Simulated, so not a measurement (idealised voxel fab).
The following is a process module called voxel self aligned vias.
The width of the displayed cross-section, cut, is 220 nm; its cells are square, with a size of 5 nm.
Think of the cross-section as a grid of square cells. We describe it in bands, top to bottom, and each band covers one or more rows of those cells.
Read a band's entry like this: the first values are the height of its top and the height of its bottom in nm, and what follows is the sequence of materials from left to right, each with its width in nm. Note that "air" is empty space, and that a single material marked "all across" reaches across the band from edge to edge.
For the purposes of this specification, 0 denotes the height below which the wafer in its as-received condition is composed wholly of one material, and the lowermost band, lacking a lower limit, extends downward without end, as expressed in "0 nm and below".
Read "30..40" as a graded width: first number on top, second number at the bottom, same change between each pair of neighbouring rows.
Where the words "changes: none" appear for a step, the cross-section shows no cell changed by that step; every cell remained as before.
For the entry "Enclosed void catalog", the listed items are empty spaces with no open way to the top whose size is 8 cells or more; each item follows the pattern width x height at distance, where distance is from the left edge and all three are in nm.
after a step's settings: what the simulator itself notes on the step
When a step includes a mask, the "overlay nm" setting on its line states how far to the right of its planned place that mask lay, and negative values state how far to the left.
## Listed below are the process steps as planned
1. RECEIVE (material Si)
2. CONFORMAL_DEP (material SiO2; thk nm 10)
3. CONFORMAL_DEP (material SiCN; thk nm 5)
4. DIRECTIONAL_DEP (material SiO2; thk nm 25)
5. MASKED_ETCH (tone open; mask id LINES; width nm 30; pitch nm 60; etch materials SiO2; depth nm 25; overlay nm 0)
6. CONFORMAL_DEP (material TiN; thk nm 5)
7. FILL_DEP (material W; thk nm 10)
8. CMP (height nm 40)
9. SELECTIVE_ETCH (etch materials W Ru TiN; depth nm 10)
10. FILL_DEP (material SiN; thk nm 5)
11. CMP (height nm 40)
12. DIRECTIONAL_DEP (material SiO2; thk nm 20)
13. DIRECTIONAL_DEP (material aC; thk nm 15)
14. PATTERN (tone open; mask id VIAS; material resist; width nm 40; pitch nm 120; thk nm 30; overlay nm 0)
15. DIRECTIONAL_ETCH (etch materials aC; depth nm 15)
16. STRIP (etch materials resist)
17. DIRECTIONAL_ETCH (etch materials SiO2; depth nm 20)
18. DIRECTIONAL_ETCH (etch materials SiN; depth nm 10)
19. STRIP (etch materials aC)
20. CONFORMAL_DEP (material TiN; thk nm 5)
21. FILL_DEP (material Cu; thk nm 5)
22. CMP (height nm 60)
23. CONFORMAL_DEP (material SiN; thk nm 5)
## As-received state of the wafer in cross-section, equivalent to post-step 1
> 0 nm and below | Si all across
> Enclosed void catalog: none
## The first of the two wafers as seen in cross-section once the module was finished; processing followed the plan
> 65 nm to 60 nm | SiN all across
> 60 nm to 45 nm | SiO2 30 | TiN 5 | Cu 30 | TiN 5 | SiO2 80 | TiN 5 | Cu 30 | TiN 5 | SiO2 30
> 45 nm to 40 nm | SiO2 30 | TiN 10 | Cu 20 | TiN 10 | SiO2 80 | TiN 10 | Cu 20 | TiN 10 | SiO2 30
> 40 nm to 35 nm | SiO2 35 | TiN 5 | Cu 20 | TiN 5 | SiO2 30 | SiN 30 | SiO2 30 | TiN 5 | Cu 20 | TiN 5 | SiO2 35
> 35 nm to 30 nm | SiO2 35 | TiN 30 | SiO2 30 | SiN 30 | SiO2 30 | TiN 30 | SiO2 35
> 30 nm to 20 nm | SiO2 35 | TiN 5 | W 20 | TiN 5 | SiO2 30 | TiN 5 | W 20 | TiN 5 | SiO2 30 | TiN 5 | W 20 | TiN 5 | SiO2 35
> 20 nm to 15 nm | SiO2 35 | TiN 30 | SiO2 30 | TiN 30 | SiO2 30 | TiN 30 | SiO2 35
> 15 nm to 10 nm | SiCN all across
> 10 nm to 0 nm | SiO2 all across
> 0 nm and below | Si all across
> Enclosed void catalog: none
## Wafer two, end of module, cross-section. Same start, same plan as wafer one. One mistake in the run
> 65 nm to 60 nm | SiN all across
> 60 nm to 45 nm | SiO2 30 | TiN 5 | Cu 30 | TiN 5 | SiO2 80 | TiN 5 | Cu 30 | TiN 5 | SiO2 30
> 45 nm to 40 nm | SiO2 30 | TiN 40 | SiO2 80 | TiN 40 | SiO2 30
> 40 nm to 35 nm | SiCN all across
> 35 nm to 0 nm | SiO2 all across
> 0 nm and below | Si all across
> Enclosed void catalog: none
Short version of what went wrong: steps 3 and 4 of the plan were each performed in the slot designated for the other
Per the end-of-run cell counts, the second wafer holds more or fewer of some materials than the first: Cu: 16 fewer | SiN: 12 fewer | SiO2: 90 more | TiN: 38 fewer | W: 24 fewer
